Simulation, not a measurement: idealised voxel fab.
Title: Process Module voxel gate over fins
Pictured: cross-section cut, 220 nm wide, on a grid of 5 nm square cells.
Notation: cross-section as square-cell grid; stated in bands, top first, going down; one or more cell rows per band.
What a band's entry tells you: where the top is and where the bottom is, as heights in nm, and after that what lies inside, material by material from left to right, each with its width in nm. Empty space is written as the word "air", and a single material marked with the word "all across" occupies the band from edge to edge.
Ref level 0: as-received wafer is one material below here. Bottom band extends down with no lower bound ("0..down").
Note: "30 to 40" means the width goes from the first number (top row of the band) to the second number (bottom row) in equal steps per row of cells.
Step marked "nothing different"? Then no cell in the cross-section changed in it.
Listed in "Enclosed internal cavities": every empty space of 8 or more cells without an open way to the top. Form: width x height at distance, the distance being from the left edge, all in nm.
Whatever follows a step's settings on its line is a remark the simulator itself makes about that step.
overlay nm: mask right of planned place by this much (step with mask). Neg. = left.
PLAN
1: RECEIVE [material Si]
2: CONFORMAL_DEP [material SiN] [thk nm 10]
3: PATTERN [tone cover] [mask id FINS] [material resist] [width nm 15] [pitch nm 45] [thk nm 15] [overlay nm 0]
4: DIRECTIONAL_ETCH [etch materials SiN] [depth nm 10]
5: DIRECTIONAL_ETCH [etch materials Si] [depth nm 40]
6: STRIP [etch materials resist]
7: FILL_DEP [material SiO2] [thk nm 15]
8: CMP [height nm 10]
9: SELECTIVE_ETCH [etch materials SiO2] [depth nm 20]
10: STRIP [etch materials SiN]
11: CONFORMAL_DEP [material HfO2] [thk nm 5]
12: CONFORMAL_DEP [material TiN] [thk nm 5]
13: CONFORMAL_DEP [material TiAl] [thk nm 5]
14: CONFORMAL_DEP [material TiN] [thk nm 5]
15: FILL_DEP [material W] [thk nm 15]
16: CMP [height nm 30]
17: CONFORMAL_DEP [material SiCN] [thk nm 10]
HERE'S WHAT THE WAFER LOOKED LIKE IN CROSS-SECTION WHEN IT ARRIVED - THAT'S AFTER STEP 1
	0..down = Si all across
	Enclosed internal cavities: none
FIRST WAFER OF TWO, SECTIONED AT END OF MODULE; RUN WENT PER PLAN
	40..30 = SiCN all across
	30..20 = W all across
	20..15 = 15 of W  190 of TiN  15 of W
	15..10 = 15 of W  5 of TiN  180 of TiAl  5 of TiN  15 of W
	10..5 = 20 of TiN  5 of TiAl  35 of TiN  10 of TiAl  35 of TiN  10 of TiAl  35 of TiN  10 of TiAl  35 of TiN  5 of TiAl  20 of TiN
	5..0 = 25 of TiAl  5 of TiN  25 of HfO2  5 of TiN  10 of TiAl  5 of TiN  25 of HfO2  5 of TiN  10 of TiAl  5 of TiN  25 of HfO2  5 of TiN  10 of TiAl  5 of TiN  25 of HfO2  5 of TiN  25 of TiAl
	0..-5 = 30 of TiN  5 of HfO2  15 of Si  5 of HfO2  20 of TiN  5 of HfO2  15 of Si  5 of HfO2  20 of TiN  5 of HfO2  15 of Si  5 of HfO2  20 of TiN  5 of HfO2  15 of Si  5 of HfO2  30 of TiN
	-5..-10 = 35 of HfO2  15 of Si  30 of HfO2  15 of Si  30 of HfO2  15 of Si  30 of HfO2  15 of Si  35 of HfO2
	-10..-40 = 35 of SiO2  15 of Si  30 of SiO2  15 of Si  30 of SiO2  15 of Si  30 of SiO2  15 of Si  35 of SiO2
	-40..down = Si all across
	Enclosed internal cavities: none
SO THIS IS WAFER NUMBER TWO OF THE TWO, CUT AT THE END OF THE MODULE - IT STARTED WHERE THE FIRST DID AND HAD THE SAME PLAN, WE JUST GOT ONE THING WRONG RUNNING IT
	40..30 = SiCN all across
	30..25 = W all across
	25..20 = TiN all across
	20..15 = TiAl all across
	15..10 = TiN all across
	10..5 = 40 of HfO2  5 of TiN  40 of HfO2  5 of TiN  40 of HfO2  5 of TiN  40 of HfO2  5 of TiN  40 of HfO2
	5..0 = 35 of SiO2  15 of HfO2  30 of SiO2  15 of HfO2  30 of SiO2  15 of HfO2  30 of SiO2  15 of HfO2  35 of SiO2
	0..-40 = 35 of SiO2  15 of Si  30 of SiO2  15 of Si  30 of SiO2  15 of Si  30 of SiO2  15 of Si  35 of SiO2
	-40..down = Si all across
	Enclosed internal cavities: none
In executing the process, a mistake was made relative to the plan: step 8 of the plan did not run at all; it was left out
Heads up, by the end the second wafer has more or fewer cells of some materials compared to the first: -8 HfO2; +96 SiO2; -16 TiAl; -16 TiN; -56 W
